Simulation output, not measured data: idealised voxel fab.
process module | voxel capacitor over wiring
cross-section cut | 220 nm wide | cells 5 nm
A cross-section is a grid of square cells, given in bands from the top down. A band is one or more rows of cells.
Each band's line starts with the height of the band's top and of its bottom, in nm. Then come its materials from left to right, each with its width in nm. One material with "throughout" fills the band from edge to edge. "air" is empty space.
Height 0 is the level under which the wafer as received is all one material. The lowest band goes on downwards, as in "0 down".
A width such as "30 to 40" changes by the same amount from each row of cells to the next, from the band's top row to its bottom row.
"no change" after a step means that no cell of the cross-section changed.
closed voids: empty space of 8 cells or more with no open way to the top, each as width x height at its distance from the left edge, in nm
after a step's settings: what the simulator itself notes on the step
overlay nm, on a step with a mask: how far to the right of its planned place the mask lay; to the left if negative
plan
1 op RECEIVE | material Si
2 op CONFORMAL_DEP | material SiO2 | thk nm 15
3 op DIRECTIONAL_DEP | material TiN | thk nm 5
4 op DIRECTIONAL_DEP | material W | thk nm 20
5 op DIRECTIONAL_DEP | material aC | thk nm 10
6 op PATTERN | tone cover | mask id METAL_1 | material resist | width nm 20 | pitch nm 70 | thk nm 30 | overlay nm 0
7 op DIRECTIONAL_ETCH | etch materials aC | depth nm 10
8 op STRIP | etch materials resist
9 op DIRECTIONAL_ETCH | etch materials W | depth nm 20
10 op DIRECTIONAL_ETCH | etch materials TiN | depth nm 5
11 op STRIP | etch materials aC
12 op CONFORMAL_DEP | material SiCN | thk nm 5
13 op FILL_DEP | material lowk | thk nm 5
14 op CMP | height nm 40
15 op CONFORMAL_DEP | material SiCN | thk nm 5
16 op DIRECTIONAL_DEP | material lowk | thk nm 20
17 op PATTERN | tone open | mask id PLUG_1 | material resist | width nm 15 | thk nm 20 | overlay nm 0
18 op DIRECTIONAL_ETCH | etch materials lowk | depth nm 20
19 op DIRECTIONAL_ETCH | etch materials SiCN | depth nm 5
20 op STRIP | etch materials resist
21 op CONFORMAL_DEP | material TiN | thk nm 5
22 op FILL_DEP | material Ru | thk nm 5
23 op CMP | height nm 65
24 op DIRECTIONAL_DEP | material TiN | thk nm 10
25 op DIRECTIONAL_DEP | material HfO2 | thk nm 5
26 op DIRECTIONAL_DEP | material TiN | thk nm 10
27 op PATTERN | tone cover | mask id UPPER_PLATE | material resist | width nm 55 | thk nm 15 | overlay nm 0
28 op DIRECTIONAL_ETCH | etch materials TiN | depth nm 10
29 op DIRECTIONAL_ETCH | etch materials HfO2 | depth nm 5
30 op STRIP | etch materials resist
31 op PATTERN | tone cover | mask id LOWER_PLATE | material resist | width nm 65 | thk nm 15 | overlay nm 0
32 op DIRECTIONAL_ETCH | etch materials TiN | depth nm 10
33 op STRIP | etch materials resist
34 op FILL_DEP | material SiO2 | thk nm 15
35 op CMP | height nm 100
36 op DIRECTIONAL_DEP | material aC | thk nm 15
37 op PATTERN | tone open | mask id PLUG_2 | material resist | width nm 15 | thk nm 30 | overlay nm 0
38 op DIRECTIONAL_ETCH | etch materials aC | depth nm 15
39 op STRIP | etch materials resist
40 op DIRECTIONAL_ETCH | etch materials SiO2 | depth nm 10
41 op STRIP | etch materials aC
42 op CONFORMAL_DEP | material TiN | thk nm 5
43 op FILL_DEP | material Cu | thk nm 10
44 op CMP | height nm 100
45 op CONFORMAL_DEP | material SiN | thk nm 5
as received, after step 1
  0 down: Si throughout
  closed voids: none
first wafer at the end, as planned
  105 to 100: SiN throughout
  100 to 95: SiO2 80 | TiN 5 | Cu 5 | TiN 5 | SiO2 125
  95 to 90: SiO2 80 | TiN 15 | SiO2 125
  90 to 80: SiO2 70 | TiN 55 | SiO2 95
  80 to 75: SiO2 70 | HfO2 55 | SiO2 95
  75 to 65: SiO2 65 | TiN 65 | SiO2 90
  65 to 45: lowk 70 | TiN 5 | Ru 5 | TiN 5 | lowk 135
  45 to 40: SiCN 70 | TiN 15 | SiCN 135
  40 to 20: lowk 60 | SiCN 5 | W 20 | SiCN 5 | lowk 40 | SiCN 5 | W 20 | SiCN 5 | lowk 60
  20 to 15: SiCN 65 | TiN 20 | SiCN 50 | TiN 20 | SiCN 65
  15 to 0: SiO2 throughout
  0 down: Si throughout
  closed voids: none
second wafer at the end: like start, like plan, one mistake
  105 to 100: SiN throughout
  100 to 95: SiO2 80 | TiN 5 | Cu 5 | TiN 5 | SiO2 125
  95 to 90: SiO2 80 | TiN 15 | SiO2 125
  90 to 85: SiO2 70 | HfO2 55 | SiO2 95
  85 to 75: SiO2 65 | TiN 65 | SiO2 90
  75 to 65: TiN throughout
  65 to 45: lowk 70 | TiN 5 | Ru 5 | TiN 5 | lowk 135
  45 to 40: SiCN 70 | TiN 15 | SiCN 135
  40 to 20: lowk 60 | SiCN 5 | W 20 | SiCN 5 | lowk 40 | SiCN 5 | W 20 | SiCN 5 | lowk 60
  20 to 15: SiCN 65 | TiN 20 | SiCN 50 | TiN 20 | SiCN 65
  15 to 0: SiO2 throughout
  0 down: Si throughout
  closed voids: none
what went wrong: steps 25 and 26 were swapped
at the end the second wafer has, in cells: 66 fewer of SiO2 | 66 more of TiN
